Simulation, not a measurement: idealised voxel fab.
process module | voxel transistor to metal
cross-section cut | 150 nm wide | cells 5 nm
A cross-section is a grid of square cells, given in bands from the top down. A band is one or more rows of cells.
Each band's line starts with the height of the band's top and of its bottom, in nm. Then come its materials from left to right, each with its width in nm. One material with "throughout" fills the band from edge to edge. "air" is empty space.
Height 0 is the level under which the wafer as received is all one material. The lowest band goes on downwards, as in "0 down".
A width such as "30 to 40" changes by the same amount from each row of cells to the next, from the band's top row to its bottom row.
"no change" after a step means that no cell of the cross-section changed.
closed voids: empty space of 8 cells or more with no open way to the top, each as width x height at its distance from the left edge, in nm
after a step's settings: what the simulator itself notes on the step
overlay nm, on a step with a mask: how far to the right of its planned place the mask lay; to the left if negative
plan
1 op RECEIVE | material Si
2 op OXIDIZE | depth nm 5
3 op CONFORMAL_DEP | material SiN | thk nm 15
4 op PATTERN | tone cover | mask id ACTIVE | material resist | width nm 90 | thk nm 20 | overlay nm 0
5 op DIRECTIONAL_ETCH | etch materials SiN | depth nm 15
6 op DIRECTIONAL_ETCH | etch materials SiO2 | depth nm 5
7 op DIRECTIONAL_ETCH | etch materials Si | depth nm 25
8 op STRIP | etch materials resist
9 op FILL_DEP | material SiO2 | thk nm 5
10 op CMP | height nm 15
11 op SELECTIVE_ETCH | etch materials SiO2 | depth nm 15
12 op STRIP | etch materials SiN
13 op SELECTIVE_ETCH | etch materials SiO2 | depth nm 5
14 op OXIDIZE | depth nm 5
15 op DIRECTIONAL_DEP | material polySi | thk nm 25
16 op DIRECTIONAL_DEP | material SiCN | thk nm 15
17 op MASKED_ETCH | tone cover | mask id GATE | width nm 20 | etch materials SiCN | depth nm 25 | overlay nm 0
18 op MASKED_ETCH | tone cover | mask id GATE | width nm 20 | etch materials polySi | depth nm 35 | overlay nm 0
19 op CONFORMAL_DEP | material SiN | thk nm 10
20 op DIRECTIONAL_ETCH | etch materials SiN | depth nm 10
21 op DIRECTIONAL_ETCH | etch materials SiO2 | depth nm 5
22 op DIRECTIONAL_ETCH | etch materials Si | depth nm 5
23 op EPI | material SiGe | thk nm 10
24 op FILL_DEP | material SiO2 | thk nm 5
25 op CMP | height nm 35
26 op DIRECTIONAL_DEP | material SiO2 | thk nm 15
27 op PATTERN | tone open | mask id CONTACT | material resist | width nm 15 | pitch nm 65 | thk nm 20 | overlay nm 0
28 op DIRECTIONAL_ETCH | etch materials SiO2 | depth nm 55
29 op STRIP | etch materials resist
30 op CONFORMAL_DEP | material TiN | thk nm 5
31 op FILL_DEP | material W | thk nm 10
32 op CMP | height nm 50
33 op DIRECTIONAL_DEP | material TiN | thk nm 5
34 op DIRECTIONAL_DEP | material Ru | thk nm 25
35 op DIRECTIONAL_DEP | material aC | thk nm 10
36 op PATTERN | tone cover | mask id METAL_1 | material resist | width nm 15 | pitch nm 65 | thk nm 25 | overlay nm 0
37 op DIRECTIONAL_ETCH | etch materials aC | depth nm 10
38 op STRIP | etch materials resist
39 op DIRECTIONAL_ETCH | etch materials Ru | depth nm 25
40 op DIRECTIONAL_ETCH | etch materials TiN | depth nm 5
41 op STRIP | etch materials aC
42 op CONFORMAL_DEP | material SiN | thk nm 5
43 op FILL_DEP | material SiO2 | thk nm 5
44 op CMP | height nm 80
45 op CONFORMAL_DEP | material SiCN | thk nm 5
46 op DIRECTIONAL_DEP | material SiO2 | thk nm 35
47 op PATTERN | tone open | mask id METAL_2 | material resist | width nm 15 | pitch nm 65 | thk nm 20 | overlay nm 0
48 op DIRECTIONAL_ETCH | etch materials SiO2 | depth nm 20
49 op STRIP | etch materials resist
50 op PATTERN | tone open | mask id METAL_2_HOLES | material resist | width nm 15 | pitch nm 65 | thk nm 20 | overlay nm 0
51 op DIRECTIONAL_ETCH | etch materials SiO2 | depth nm 15
52 op DIRECTIONAL_ETCH | etch materials SiCN | depth nm 5
53 op STRIP | etch materials resist
54 op CONFORMAL_DEP | material TiN | thk nm 5
55 op FILL_DEP | material Ru | thk nm 10
56 op CMP | height nm 120
57 op CONFORMAL_DEP | material SiN | thk nm 5
as received, after step 1
  0 down: Si throughout
  closed voids: none
a wafer at the end: this start, this plan, one mistake
  125 to 120: SiN throughout
  120 to 110: Ru throughout
  110 to 105: Ru 30 | TiN 25 | Ru 40 | TiN 25 | Ru 30
  105 to 100: TiN 35 | SiO2 15 | TiN 50 | SiO2 15 | TiN 35
  100 to 85: SiO2 throughout
  85 to 80: SiCN throughout
  80 to 55: SiO2 30 | SiN 5 | Ru 15 | SiN 5 | SiO2 40 | SiN 5 | Ru 15 | SiN 5 | SiO2 30
  55 to 50: SiN 35 | TiN 15 | SiN 50 | TiN 15 | SiN 35
  50 to 35: SiO2 35 | TiN 5 | W 5 | TiN 5 | SiO2 50 | TiN 5 | W 5 | TiN 5 | SiO2 35
  35 to 20: SiO2 35 | TiN 5 | W 5 | TiN 5 | SiO2 5 | SiN 10 | SiCN 20 | SiN 10 | SiO2 5 | TiN 5 | W 5 | TiN 5 | SiO2 35
  20 to 5: SiO2 35 | TiN 5 | W 5 | TiN 5 | SiO2 5 | SiN 10 | polySi 20 | SiN 10 | SiO2 5 | TiN 5 | W 5 | TiN 5 | SiO2 35
  5 to 0: SiO2 35 | TiN 15 | SiO2 5 | SiN 10 | polySi 20 | SiN 10 | SiO2 5 | TiN 15 | SiO2 35
  0 to -5: SiO2 35 | TiN 10 | SiGe 10 | SiN 10 | polySi 20 | SiN 10 | SiGe 10 | TiN 10 | SiO2 35
  -5 to -10: SiO2 25 | SiGe 30 | SiO2 40 | SiGe 30 | SiO2 25
  -10 to -15: SiO2 30 | SiGe 25 | Si 40 | SiGe 25 | SiO2 30
  -15 to -30: SiO2 30 | Si 90 | SiO2 30
  -30 down: Si throughout
  closed voids: none
what went wrong: step 47 ran as: op PATTERN | tone cover | mask id METAL_2 | material resist | width nm 15 | pitch nm 65 | thk nm 20 | overlay nm 0
